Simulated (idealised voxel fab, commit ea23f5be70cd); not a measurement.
Module name: voxel self aligned vias (process module)
Square cell edge 5 nm, section width 290 nm, ID cut.
In this document a cross-section is written as a grid of square cells. It is given as a series of bands, listed from the top down, and a band is one or more rows of cells. Top, bottom (nm), then materials left to right with widths (nm); lone material tagged "throughout" fills the whole band edge to edge; "empty" = empty space. Where do heights start? At 0: under that level the wafer as delivered is made of one material only. And the lowest band has no floor; it just carries on downward, as in "0 and below". A width given as "30->40" starts at the first number in the band's top row and ends at the second number in its bottom row, shifting by an equal amount at every step from row to row. For the purposes of this document, the phrase "left unchanged" attached to a step denotes that no cell within the cross-section was modified by that step. Listed in "Closed void entries": every empty space of 8 or more cells without an open way to the top. Form: width x height at distance, the distance being from the left edge, all in nm. Note: text after step settings on the step line = simulator remark on that step. overlay nm: mask right of planned place by this much (step with mask). Neg. = left.
STEPS IN THE PROCESS PLAN
step 1: RECEIVE with material Si
step 2: CONFORMAL_DEP with material SiO2, thk nm 15
step 3: CONFORMAL_DEP with material SiCN, thk nm 5
step 4: DIRECTIONAL_DEP with material SiO2, thk nm 20
step 5: MASKED_ETCH with tone open, mask id LINES, width nm 30, pitch nm 65, etch materials SiO2, depth nm 20, overlay nm 0
step 6: CONFORMAL_DEP with material TiN, thk nm 5
step 7: FILL_DEP with material Ru, thk nm 10
step 8: CMP with height nm 40
step 9: SELECTIVE_ETCH with etch materials W Ru TiN, depth nm 5
step 10: FILL_DEP with material SiN, thk nm 10
step 11: CMP with height nm 40
step 12: DIRECTIONAL_DEP with material SiO2, thk nm 15
step 13: DIRECTIONAL_DEP with material aC, thk nm 10
step 14: PATTERN with tone open, mask id VIAS, material resist, width nm 40, pitch nm 130, thk nm 30, overlay nm 0
step 15: DIRECTIONAL_ETCH with etch materials aC, depth nm 10
step 16: STRIP with etch materials resist
step 17: DIRECTIONAL_ETCH with etch materials SiO2, depth nm 15
step 18: DIRECTIONAL_ETCH with etch materials SiN, depth nm 5
step 19: STRIP with etch materials aC
step 20: CONFORMAL_DEP with material TiN, thk nm 5
step 21: FILL_DEP with material W, thk nm 10
step 22: CMP with height nm 55
step 23: CONFORMAL_DEP with material SiCN, thk nm 5
THE FIRST OF TWO WAFERS, RUN AS PLANNED
CROSS-SECTION OF THE WAFER AS IT CAME TO US, I.E., ALREADY THROUGH STEP 1
> 0 and below = Si throughout
> Closed void entries: none
AFTER STEP 2: WAFER CROSS-SECTION
> 15 down to 0 = SiO2 throughout
> Beneath the level 0, the cross-section is identical to its previous state.
AFTER STEP 3: WAFER CROSS-SECTION
> 20 down to 15 = SiCN throughout
> Beneath the level 15, the cross-section is identical to its previous state.
AFTER STEP 4: WAFER CROSS-SECTION
> 40 down to 20 = SiO2 throughout
> Beneath the level 20, the cross-section is identical to its previous state.
AFTER STEP 5: WAFER CROSS-SECTION
> 40 down to 20 = SiO2 65 nm, then empty 30 nm, then SiO2 35 nm, then empty 30 nm, then SiO2 35 nm, then empty 30 nm, then SiO2 65 nm
> Beneath the level 20, the cross-section is identical to its previous state.
AFTER STEP 6: WAFER CROSS-SECTION
> 45 down to 40 = TiN 70 nm, then empty 20 nm, then TiN 45 nm, then empty 20 nm, then TiN 45 nm, then empty 20 nm, then TiN 70 nm
> 40 down to 25 = SiO2 65 nm, then TiN 5 nm, then empty 20 nm, then TiN 5 nm, then SiO2 35 nm, then TiN 5 nm, then empty 20 nm, then TiN 5 nm, then SiO2 35 nm, then TiN 5 nm, then empty 20 nm, then TiN 5 nm, then SiO2 65 nm
> 25 down to 20 = SiO2 65 nm, then TiN 30 nm, then SiO2 35 nm, then TiN 30 nm, then SiO2 35 nm, then TiN 30 nm, then SiO2 65 nm
> Beneath the level 20, the cross-section is identical to its previous state.
AFTER STEP 7: WAFER CROSS-SECTION
> 55 down to 45 = Ru throughout
> 45 down to 40 = TiN 70 nm, then Ru 20 nm, then TiN 45 nm, then Ru 20 nm, then TiN 45 nm, then Ru 20 nm, then TiN 70 nm
> 40 down to 25 = SiO2 65 nm, then TiN 5 nm, then Ru 20 nm, then TiN 5 nm, then SiO2 35 nm, then TiN 5 nm, then Ru 20 nm, then TiN 5 nm, then SiO2 35 nm, then TiN 5 nm, then Ru 20 nm, then TiN 5 nm, then SiO2 65 nm
> Beneath the level 25, the cross-section is identical to its previous state.
AFTER STEP 8: WAFER CROSS-SECTION
> 40 down to 25 = SiO2 65 nm, then TiN 5 nm, then Ru 20 nm, then TiN 5 nm, then SiO2 35 nm, then TiN 5 nm, then Ru 20 nm, then TiN 5 nm, then SiO2 35 nm, then TiN 5 nm, then Ru 20 nm, then TiN 5 nm, then SiO2 65 nm
> Beneath the level 25, the cross-section is identical to its previous state.
AFTER STEP 9: WAFER CROSS-SECTION
> 40 down to 35 = SiO2 65 nm, then empty 30 nm, then SiO2 35 nm, then empty 30 nm, then SiO2 35 nm, then empty 30 nm, then SiO2 65 nm
> Beneath the level 35, the cross-section is identical to its previous state.
AFTER STEP 10: WAFER CROSS-SECTION
> 50 down to 40 = SiN throughout
> 40 down to 35 = SiO2 65 nm, then SiN 30 nm, then SiO2 35 nm, then SiN 30 nm, then SiO2 35 nm, then SiN 30 nm, then SiO2 65 nm
> Beneath the level 35, the cross-section is identical to its previous state.
AFTER STEP 11: WAFER CROSS-SECTION
> 40 down to 35 = SiO2 65 nm, then SiN 30 nm, then SiO2 35 nm, then SiN 30 nm, then SiO2 35 nm, then SiN 30 nm, then SiO2 65 nm
> Beneath the level 35, the cross-section is identical to its previous state.
AFTER STEP 12: WAFER CROSS-SECTION
> 55 down to 40 = SiO2 throughout
> Beneath the level 40, the cross-section is identical to its previous state.
AFTER STEP 13: WAFER CROSS-SECTION
> 65 down to 55 = aC throughout
> Beneath the level 55, the cross-section is identical to its previous state.
AFTER STEP 14: WAFER CROSS-SECTION
> 95 down to 65 = resist 60 nm, then empty 40 nm, then resist 90 nm, then empty 40 nm, then resist 60 nm
> Beneath the level 65, the cross-section is identical to its previous state.
AFTER STEP 15: WAFER CROSS-SECTION
> 85 down to 65 = resist 60 nm, then empty 40 nm, then resist 90 nm, then empty 40 nm, then resist 60 nm
> 65 down to 55 = aC 60 nm, then empty 40 nm, then aC 90 nm, then empty 40 nm, then aC 60 nm
> Beneath the level 55, the cross-section is identical to its previous state.
AFTER STEP 16: WAFER CROSS-SECTION
> 65 down to 55 = aC 60 nm, then empty 40 nm, then aC 90 nm, then empty 40 nm, then aC 60 nm
> Beneath the level 55, the cross-section is identical to its previous state.
AFTER STEP 17: WAFER CROSS-SECTION
> 65 down to 55 = aC 60 nm, then empty 40 nm, then aC 90 nm, then empty 40 nm, then aC 60 nm
> 55 down to 40 = SiO2 60 nm, then empty 40 nm, then SiO2 90 nm, then empty 40 nm, then SiO2 60 nm
> Beneath the level 40, the cross-section is identical to its previous state.
AFTER STEP 18: WAFER CROSS-SECTION
> 65 down to 55 = aC 60 nm, then empty 40 nm, then aC 90 nm, then empty 40 nm, then aC 60 nm
> 55 down to 40 = SiO2 60 nm, then empty 40 nm, then SiO2 90 nm, then empty 40 nm, then SiO2 60 nm
> 40 down to 35 = SiO2 65 nm, then empty 30 nm, then SiO2 35 nm, then SiN 30 nm, then SiO2 35 nm, then empty 30 nm, then SiO2 65 nm
> Beneath the level 35, the cross-section is identical to its previous state.
AFTER STEP 19: WAFER CROSS-SECTION
> 55 down to 40 = SiO2 60 nm, then empty 40 nm, then SiO2 90 nm, then empty 40 nm, then SiO2 60 nm
> Beneath the level 40, the cross-section is identical to its previous state.
AFTER STEP 20: WAFER CROSS-SECTION
> 60 down to 55 = TiN 65 nm, then empty 30 nm, then TiN 100 nm, then empty 30 nm, then TiN 65 nm
> 55 down to 45 = SiO2 60 nm, then TiN 5 nm, then empty 30 nm, then TiN 5 nm, then SiO2 90 nm, then TiN 5 nm, then empty 30 nm, then TiN 5 nm, then SiO2 60 nm
> 45 down to 40 = SiO2 60 nm, then TiN 10 nm, then empty 20 nm, then TiN 10 nm, then SiO2 90 nm, then TiN 10 nm, then empty 20 nm, then TiN 10 nm, then SiO2 60 nm
> 40 down to 35 = SiO2 65 nm, then TiN 30 nm, then SiO2 35 nm, then SiN 30 nm, then SiO2 35 nm, then TiN 30 nm, then SiO2 65 nm
> Beneath the level 35, the cross-section is identical to its previous state.
AFTER STEP 21: WAFER CROSS-SECTION
> 70 down to 60 = W throughout
> 60 down to 55 = TiN 65 nm, then W 30 nm, then TiN 100 nm, then W 30 nm, then TiN 65 nm
> 55 down to 45 = SiO2 60 nm, then TiN 5 nm, then W 30 nm, then TiN 5 nm, then SiO2 90 nm, then TiN 5 nm, then W 30 nm, then TiN 5 nm, then SiO2 60 nm
> 45 down to 40 = SiO2 60 nm, then TiN 10 nm, then W 20 nm, then TiN 10 nm, then SiO2 90 nm, then TiN 10 nm, then W 20 nm, then TiN 10 nm, then SiO2 60 nm
> Beneath the level 40, the cross-section is identical to its previous state.
AFTER STEP 22: WAFER CROSS-SECTION
> 55 down to 45 = SiO2 60 nm, then TiN 5 nm, then W 30 nm, then TiN 5 nm, then SiO2 90 nm, then TiN 5 nm, then W 30 nm, then TiN 5 nm, then SiO2 60 nm
> Beneath the level 45, the cross-section is identical to its previous state.
AFTER STEP 23: WAFER CROSS-SECTION
> 60 down to 55 = SiCN throughout
> Beneath the level 55, the cross-section is identical to its previous state.
SECOND WAFER (IDENTICAL START AND PLAN, ONE PROCESSING ERROR; MATCHES FIRST WAFER THROUGH STEP 1)
X-SECTION, SECOND WAFER, WHEN STEP 2 WAS DUE TO FINISH
> 30 down to 0 = SiO2 throughout
> Beneath the level 0, the cross-section is identical to its previous state.
X-SECTION, SECOND WAFER, WHEN STEP 3 WAS DUE TO FINISH
> 35 down to 30 = SiCN throughout
> Beneath the level 30, the cross-section is identical to its previous state.
X-SECTION, SECOND WAFER, WHEN STEP 4 WAS DUE TO FINISH
> 55 down to 35 = SiO2 throughout
> Beneath the level 35, the cross-section is identical to its previous state.
X-SECTION, SECOND WAFER, WHEN STEP 5 WAS DUE TO FINISH
> 55 down to 35 = SiO2 65 nm, then empty 30 nm, then SiO2 35 nm, then empty 30 nm, then SiO2 35 nm, then empty 30 nm, then SiO2 65 nm
> Beneath the level 35, the cross-section is identical to its previous state.
X-SECTION, SECOND WAFER, WHEN STEP 6 WAS DUE TO FINISH
> 60 down to 55 = TiN 70 nm, then empty 20 nm, then TiN 45 nm, then empty 20 nm, then TiN 45 nm, then empty 20 nm, then TiN 70 nm
> 55 down to 40 = SiO2 65 nm, then TiN 5 nm, then empty 20 nm, then TiN 5 nm, then SiO2 35 nm, then TiN 5 nm, then empty 20 nm, then TiN 5 nm, then SiO2 35 nm, then TiN 5 nm, then empty 20 nm, then TiN 5 nm, then SiO2 65 nm
> 40 down to 35 = SiO2 65 nm, then TiN 30 nm, then SiO2 35 nm, then TiN 30 nm, then SiO2 35 nm, then TiN 30 nm, then SiO2 65 nm
> Beneath the level 35, the cross-section is identical to its previous state.
X-SECTION, SECOND WAFER, WHEN STEP 7 WAS DUE TO FINISH
> 70 down to 60 = Ru throughout
> 60 down to 55 = TiN 70 nm, then Ru 20 nm, then TiN 45 nm, then Ru 20 nm, then TiN 45 nm, then Ru 20 nm, then TiN 70 nm
> 55 down to 40 = SiO2 65 nm, then TiN 5 nm, then Ru 20 nm, then TiN 5 nm, then SiO2 35 nm, then TiN 5 nm, then Ru 20 nm, then TiN 5 nm, then SiO2 35 nm, then TiN 5 nm, then Ru 20 nm, then TiN 5 nm, then SiO2 65 nm
> Beneath the level 40, the cross-section is identical to its previous state.
X-SECTION, SECOND WAFER, WHEN STEP 8 WAS DUE TO FINISH
> 40 down to 35 = SiO2 65 nm, then TiN 30 nm, then SiO2 35 nm, then TiN 30 nm, then SiO2 35 nm, then TiN 30 nm, then SiO2 65 nm
> Beneath the level 35, the cross-section is identical to its previous state.
X-SECTION, SECOND WAFER, WHEN STEP 9 WAS DUE TO FINISH
> 40 down to 35 = SiO2 65 nm, then empty 30 nm, then SiO2 35 nm, then empty 30 nm, then SiO2 35 nm, then empty 30 nm, then SiO2 65 nm
> Beneath the level 35, the cross-section is identical to its previous state.
X-SECTION, SECOND WAFER, WHEN STEP 10 WAS DUE TO FINISH
> 50 down to 40 = SiN throughout
> 40 down to 35 = SiO2 65 nm, then SiN 30 nm, then SiO2 35 nm, then SiN 30 nm, then SiO2 35 nm, then SiN 30 nm, then SiO2 65 nm
> Beneath the level 35, the cross-section is identical to its previous state.
X-SECTION, SECOND WAFER, WHEN STEP 11 WAS DUE TO FINISH
> 40 down to 35 = SiO2 65 nm, then SiN 30 nm, then SiO2 35 nm, then SiN 30 nm, then SiO2 35 nm, then SiN 30 nm, then SiO2 65 nm
> Beneath the level 35, the cross-section is identical to its previous state.
X-SECTION, SECOND WAFER, WHEN STEP 12 WAS DUE TO FINISH
> 55 down to 40 = SiO2 throughout
> Beneath the level 40, the cross-section is identical to its previous state.
X-SECTION, SECOND WAFER, WHEN STEP 13 WAS DUE TO FINISH
> 65 down to 55 = aC throughout
> Beneath the level 55, the cross-section is identical to its previous state.
X-SECTION, SECOND WAFER, WHEN STEP 14 WAS DUE TO FINISH
> 95 down to 65 = resist 60 nm, then empty 40 nm, then resist 90 nm, then empty 40 nm, then resist 60 nm
> Beneath the level 65, the cross-section is identical to its previous state.
X-SECTION, SECOND WAFER, WHEN STEP 15 WAS DUE TO FINISH
> 85 down to 65 = resist 60 nm, then empty 40 nm, then resist 90 nm, then empty 40 nm, then resist 60 nm
> 65 down to 55 = aC 60 nm, then empty 40 nm, then aC 90 nm, then empty 40 nm, then aC 60 nm
> Beneath the level 55, the cross-section is identical to its previous state.
X-SECTION, SECOND WAFER, WHEN STEP 16 WAS DUE TO FINISH
> 65 down to 55 = aC 60 nm, then empty 40 nm, then aC 90 nm, then empty 40 nm, then aC 60 nm
> Beneath the level 55, the cross-section is identical to its previous state.
X-SECTION, SECOND WAFER, WHEN STEP 17 WAS DUE TO FINISH
> 65 down to 55 = aC 60 nm, then empty 40 nm, then aC 90 nm, then empty 40 nm, then aC 60 nm
> 55 down to 40 = SiO2 60 nm, then empty 40 nm, then SiO2 90 nm, then empty 40 nm, then SiO2 60 nm
> Beneath the level 40, the cross-section is identical to its previous state.
X-SECTION, SECOND WAFER, WHEN STEP 18 WAS DUE TO FINISH
> 65 down to 55 = aC 60 nm, then empty 40 nm, then aC 90 nm, then empty 40 nm, then aC 60 nm
> 55 down to 40 = SiO2 60 nm, then empty 40 nm, then SiO2 90 nm, then empty 40 nm, then SiO2 60 nm
> 40 down to 35 = SiO2 65 nm, then empty 30 nm, then SiO2 35 nm, then SiN 30 nm, then SiO2 35 nm, then empty 30 nm, then SiO2 65 nm
> Beneath the level 35, the cross-section is identical to its previous state.
X-SECTION, SECOND WAFER, WHEN STEP 19 WAS DUE TO FINISH
> 55 down to 40 = SiO2 60 nm, then empty 40 nm, then SiO2 90 nm, then empty 40 nm, then SiO2 60 nm
> Beneath the level 40, the cross-section is identical to its previous state.
X-SECTION, SECOND WAFER, WHEN STEP 20 WAS DUE TO FINISH
> 60 down to 55 = TiN 65 nm, then empty 30 nm, then TiN 100 nm, then empty 30 nm, then TiN 65 nm
> 55 down to 45 = SiO2 60 nm, then TiN 5 nm, then empty 30 nm, then TiN 5 nm, then SiO2 90 nm, then TiN 5 nm, then empty 30 nm, then TiN 5 nm, then SiO2 60 nm
> 45 down to 40 = SiO2 60 nm, then TiN 10 nm, then empty 20 nm, then TiN 10 nm, then SiO2 90 nm, then TiN 10 nm, then empty 20 nm, then TiN 10 nm, then SiO2 60 nm
> 40 down to 35 = SiO2 65 nm, then TiN 30 nm, then SiO2 35 nm, then SiN 30 nm, then SiO2 35 nm, then TiN 30 nm, then SiO2 65 nm
> Beneath the level 35, the cross-section is identical to its previous state.
X-SECTION, SECOND WAFER, WHEN STEP 21 WAS DUE TO FINISH
> 70 down to 60 = W throughout
> 60 down to 55 = TiN 65 nm, then W 30 nm, then TiN 100 nm, then W 30 nm, then TiN 65 nm
> 55 down to 45 = SiO2 60 nm, then TiN 5 nm, then W 30 nm, then TiN 5 nm, then SiO2 90 nm, then TiN 5 nm, then W 30 nm, then TiN 5 nm, then SiO2 60 nm
> 45 down to 40 = SiO2 60 nm, then TiN 10 nm, then W 20 nm, then TiN 10 nm, then SiO2 90 nm, then TiN 10 nm, then W 20 nm, then TiN 10 nm, then SiO2 60 nm
> Beneath the level 40, the cross-section is identical to its previous state.
X-SECTION, SECOND WAFER, WHEN STEP 22 WAS DUE TO FINISH
> 55 down to 45 = SiO2 60 nm, then TiN 5 nm, then W 30 nm, then TiN 5 nm, then SiO2 90 nm, then TiN 5 nm, then W 30 nm, then TiN 5 nm, then SiO2 60 nm
> Beneath the level 45, the cross-section is identical to its previous state.
X-SECTION, SECOND WAFER, WHEN STEP 23 WAS DUE TO FINISH
> 60 down to 55 = SiCN throughout
> Beneath the level 55, the cross-section is identical to its previous state.
What went wrong in running the wafer? plan step 2 ran twice
Final comparison by cell count, materials where the second wafer has more or fewer than the first: 24 fewer of Ru, 54 more of SiO2, 30 fewer of TiN
